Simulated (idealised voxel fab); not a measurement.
This section sets out a process module, namely voxel ribs on slabs.
190 nm wide, 5 nm square cells: that's cross-section cut.
Each cross-section below is a grid of square cells, stated as bands in top-down order, with one or more rows of cells making up each band.
Heads up on the band format: heights come first, top then bottom, in nm. After that it's the materials left to right, each with its width in nm. A single material flagged "throughout" fills the whole band edge to edge, and "empty" means there's empty space there.
Zero point of the height axis is 0; under it, received wafer = one material. Lowest band: continues down indefinitely, "0 down".
The width entry "30 to 40" should be interpreted row by row: the top row of cells in the band takes the first number, the bottom row takes the second number, and the change between adjacent rows is uniform throughout.
"left unchanged" -> step changed no cross-section cell.
So "Completely sealed voids" is basically the list of trapped voids: any empty space of 8 cells or more that can't reach the top through an opening. They're written width x height at distance, the distance being from the left edge, and it's all nm.
Anything after a step's settings on that line? It's the simulator's own note about the step.
The "overlay nm" setting may appear on a step's line; for a step that uses a mask, it gives how far to the right of its planned position the mask lay, and a negative value indicates the left.
## The process steps that were planned are listed below
step 1: op RECEIVE | material Si
step 2: op DIRECTIONAL_DEP | material SiO2 | thk nm 20
step 3: op DIRECTIONAL_DEP | material SiN | thk nm 25
step 4: op PATTERN | tone cover | mask id RIB | material resist | width nm 20 | thk nm 15 | overlay nm -15
step 5: op DIRECTIONAL_ETCH | etch materials SiN | depth nm 10
step 6: op STRIP | etch materials resist
step 7: op PATTERN | tone cover | mask id SLAB | material resist | width nm 70 | thk nm 20 | overlay nm 0
step 8: op DIRECTIONAL_ETCH | etch materials SiN | depth nm 15
step 9: op STRIP | etch materials resist
step 10: op FILL_DEP | material SiO2 | thk nm 25
step 11: op CMP | height nm 60
step 12: op DIRECTIONAL_DEP | material TiN | thk nm 5
step 13: op DIRECTIONAL_DEP | material aC | thk nm 15
step 14: op PATTERN | tone cover | mask id HEATER | material resist | width nm 30 | thk nm 30 | overlay nm 0
step 15: op DIRECTIONAL_ETCH | etch materials aC | depth nm 15
step 16: op STRIP | etch materials resist
step 17: op DIRECTIONAL_ETCH | etch materials TiN | depth nm 5
step 18: op STRIP | etch materials aC
step 19: op CONFORMAL_DEP | material SiO2 | thk nm 10
For this document, wafers share an identical start and vary in the step 4 overlay nm; the plan quotes the first wafer's value.
## Cross-section of the first of several received wafers, showing its state after step 1
    0 down | Si throughout
    Completely sealed voids: none
## Cross-sectional representation of the first of several wafers at the end of the module, i.e. after its terminal step, step 19
    75 to 70 | empty 70, then SiO2 50, then empty 70
    70 to 65 | SiO2 throughout
    65 to 60 | SiO2 80, then TiN 30, then SiO2 80
    60 to 45 | SiO2 throughout
    45 to 35 | SiO2 70, then SiN 20, then SiO2 100
    35 to 20 | SiO2 60, then SiN 70, then SiO2 60
    20 to 0 | SiO2 throughout
    0 down | Si throughout
    Completely sealed voids: none
## Of the several wafers, the last: cross-section at the end of the module
    75 to 70 | empty 70, then SiO2 50, then empty 70
    70 to 65 | SiO2 throughout
    65 to 60 | SiO2 80, then TiN 30, then SiO2 80
    60 to 45 | SiO2 throughout
    45 to 35 | SiO2 100, then SiN 20, then SiO2 70
    35 to 20 | SiO2 60, then SiN 70, then SiO2 60
    20 to 0 | SiO2 throughout
    0 down | Si throughout
    Completely sealed voids: none
## So in this table every wafer gets its own row, and what you see is where it stands at the end of the module: for each material, how many cells it picked up (+) or gave up (-) since we received it, and after that its closed voids
overlay nm -15; +50 SiN; +486 SiO2; +6 TiN; Completely sealed voids: none
overlay nm -10; +50 SiN; +486 SiO2; +6 TiN; Completely sealed voids: none
overlay nm -5; +50 SiN; +486 SiO2; +6 TiN; Completely sealed voids: none
overlay nm 0; +50 SiN; +486 SiO2; +6 TiN; Completely sealed voids: none
overlay nm 5; +50 SiN; +486 SiO2; +6 TiN; Completely sealed voids: none
overlay nm 10; +50 SiN; +486 SiO2; +6 TiN; Completely sealed voids: none
overlay nm 15; +50 SiN; +486 SiO2; +6 TiN; Completely sealed voids: none
